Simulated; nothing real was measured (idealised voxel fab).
Herein follows the process module entitled voxel tone inversion.
Each square cell in cross-section cut measures 5 nm, and the section as a whole is 185 nm wide.
This document writes a cross-section as a grid whose cells are square, and gives it as bands, listed from the top down; one or more rows of cells form a band. Heads up on the band format: heights come first, top then bottom, in nm. After that it's the materials left to right, each with its width in nm. A single material flagged "all across" fills the whole band edge to edge, and "blank" means there's empty space there. Height datum 0, below which the as-received substrate wafer is one material. Lowest band open at the bottom, running downward: "0 nm and below". The notation "30->40" denotes a width that varies across the rows of cells in the band, beginning at the first number in the top row, finishing at the second number in the bottom row, and changing by an identical amount from each row to the next. Take "nothing was modified" at face value: in the step it is given for, the cross-section changed in none of its cells. This entry, "Closed cavities", enumerates those empty regions of no fewer than 8 cells that possess no open connection to the top. Each region is reported in the form width x height at distance, the distance being taken from the left edge, with all three quantities expressed in nm. Whatever follows a step's settings on its line is a remark the simulator itself makes about that step. "overlay nm", when on a step's line for a step with a mask, measures how far to the right of its planned place the mask lay; a negative measure means to the left.

Set out below are the planned steps of the process:
1 RECEIVE: material Si
2 CONFORMAL_DEP: material SiCN, thk nm 10
3 DIRECTIONAL_DEP: material aC, thk nm 15
4 PATTERN: tone cover, mask id POSTS, material resist, width nm 20, pitch nm 50, thk nm 20, overlay nm 0
5 DIRECTIONAL_ETCH: etch materials aC, depth nm 15
6 STRIP: etch materials resist
7 FILL_DEP: material lowk, thk nm 10
8 CMP: height nm 25
9 STRIP: etch materials aC
10 CONFORMAL_DEP: material TiN, thk nm 5
11 FILL_DEP: material W, thk nm 5
12 CMP: height nm 25
13 CONFORMAL_DEP: material SiCN, thk nm 5

Delivered wafer in cross-section: state after step 1:
- 0 nm and below: Si all across
- Closed cavities: none

Starting structure and process plan are as shown above, but one mistake was made in running the module; the wafer cross-section at the end of the module follows:
- 30 nm to 25 nm: SiCN all across
- 25 nm to 15 nm: 50 W, then 5 TiN, then 20 lowk, then 5 TiN, then 20 W, then 5 TiN, then 20 lowk, then 5 TiN, then 55 W
- 15 nm to 10 nm: 55 TiN, then 20 lowk, then 30 TiN, then 20 lowk, then 60 TiN
- 10 nm to 0 nm: SiCN all across
- 0 nm and below: Si all across
- Closed cavities: none
What went wrong in running the wafer? planned and actual differ for step 4; actual: PATTERN: tone open, mask id POSTS, material resist, width nm 20, pitch nm 50, thk nm 20, overlay nm 0
